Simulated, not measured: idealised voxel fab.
Module name: voxel self aligned vias (process module)
Cross-section cut: width 290 nm, square cells of 5 nm.
When this document writes out a cross-section, it uses a grid of square cells and lists it as bands, beginning at the top and moving down, with a band standing for one or more rows of cells. Top height, bottom height, nm. Materials left to right, width each, nm. Single material + "throughout" = fills band edge to edge. "empty" = empty. Height 0 is the level under which the wafer as received is all one material. The lowest band goes on downwards, as in "0 down". A two-number width, for instance "30 to 40", indicates that the width is equal to the first number in the top row of the band and to the second number in the bottom row, and that it changes by a constant amount per row of cells. "changes: none" for a step: no cell of the cross-section changed in that step. The entry "Unvented cavities" lists the empty spaces that cover at least 8 cells and have no open path to the top. Each is written as width x height at distance, where the distance is measured from the left edge and all three values are in nm. That trailing text on a step's line, after the settings, is the simulator's own remark on the step. overlay nm: on a step with a mask, how far right of its planned place the mask lay; negative means left.

# Steps in the process plan
| 1 | RECEIVE, material Si |
| 2 | CONFORMAL_DEP, material SiO2, thk nm 15 |
| 3 | CONFORMAL_DEP, material SiCN, thk nm 5 |
| 4 | DIRECTIONAL_DEP, material SiO2, thk nm 20 |
| 5 | PATTERN, tone open, mask id LINES, material resist, width nm 30, pitch nm 70, thk nm 15, overlay nm 0 |
| 6 | DIRECTIONAL_ETCH, etch materials SiO2, depth nm 20 |
| 7 | STRIP, etch materials resist |
| 8 | CONFORMAL_DEP, material TiN, thk nm 5 |
| 9 | FILL_DEP, material W, thk nm 5 |
| 10 | CMP, height nm 40 |
| 11 | SELECTIVE_ETCH, etch materials W Ru TiN, depth nm 5 |
| 12 | FILL_DEP, material SiN, thk nm 5 |
| 13 | CMP, height nm 40 |
| 14 | DIRECTIONAL_DEP, material SiO2, thk nm 20 |
| 15 | MASKED_ETCH, tone open, mask id VIAS, width nm 40, pitch nm 70, etch materials SiO2, depth nm 20, overlay nm 0 |
| 16 | MASKED_ETCH, tone open, mask id VIAS, width nm 40, pitch nm 70, etch materials SiN, depth nm 5, overlay nm 0 |
| 17 | CONFORMAL_DEP, material TiN, thk nm 5 |
| 18 | FILL_DEP, material Cu, thk nm 5 |
| 19 | CMP, height nm 60 |
| 20 | CONFORMAL_DEP, material SiN, thk nm 5 |

# Cross-section of the wafer upon arrival, representing the state reached after step 1
> 0 down  Si throughout
> Unvented cavities: none

# first wafer at the end, as planned
> 65 to 60  SiN throughout
> 60 to 45  SiO2 55 nm, TiN 5 nm, Cu 30 nm, TiN 5 nm, SiO2 30 nm, TiN 5 nm, Cu 30 nm, TiN 5 nm, SiO2 30 nm, TiN 5 nm, Cu 30 nm, TiN 5 nm, SiO2 55 nm
> 45 to 40  SiO2 55 nm, TiN 10 nm, Cu 20 nm, TiN 10 nm, SiO2 30 nm, TiN 10 nm, Cu 20 nm, TiN 10 nm, SiO2 30 nm, TiN 10 nm, Cu 20 nm, TiN 10 nm, SiO2 55 nm
> 40 to 35  SiO2 60 nm, TiN 30 nm, SiO2 40 nm, TiN 30 nm, SiO2 40 nm, TiN 30 nm, SiO2 60 nm
> 35 to 25  SiO2 60 nm, TiN 5 nm, W 20 nm, TiN 5 nm, SiO2 40 nm, TiN 5 nm, W 20 nm, TiN 5 nm, SiO2 40 nm, TiN 5 nm, W 20 nm, TiN 5 nm, SiO2 60 nm
> 25 to 20  SiO2 60 nm, TiN 30 nm, SiO2 40 nm, TiN 30 nm, SiO2 40 nm, TiN 30 nm, SiO2 60 nm
> 20 to 15  SiCN throughout
> 15 to 0  SiO2 throughout
> 0 down  Si throughout
> Unvented cavities: none

# So this is wafer number two of the two, cut at the end of the module - it started where the first did and had the same plan, we just got one thing wrong running it
> 65 to 60  SiN throughout
> 60 to 40  SiO2 55 nm, TiN 5 nm, Cu 30 nm, TiN 5 nm, SiO2 30 nm, TiN 5 nm, Cu 30 nm, TiN 5 nm, SiO2 30 nm, TiN 5 nm, Cu 30 nm, TiN 5 nm, SiO2 55 nm
> 40 to 35  SiN 55 nm, TiN 40 nm, SiN 30 nm, TiN 40 nm, SiN 30 nm, TiN 40 nm, SiN 55 nm
> 35 to 20  SiO2 60 nm, TiN 5 nm, W 20 nm, TiN 5 nm, SiO2 40 nm, TiN 5 nm, W 20 nm, TiN 5 nm, SiO2 40 nm, TiN 5 nm, W 20 nm, TiN 5 nm, SiO2 60 nm
> 20 to 15  SiO2 60 nm, TiN 30 nm, SiO2 40 nm, TiN 30 nm, SiO2 40 nm, TiN 30 nm, SiO2 60 nm
> 15 to 0  SiO2 throughout
> 0 down  Si throughout
> Unvented cavities: none
Misprocessing identified: step 3 of the plan did not run at all; it was left out
It is noted that, at the conclusion of processing, the second wafer exhibits a higher or lower cell count for certain materials relative to the first: Cu +6; SiCN -58; SiN +34; TiN +6; W +12
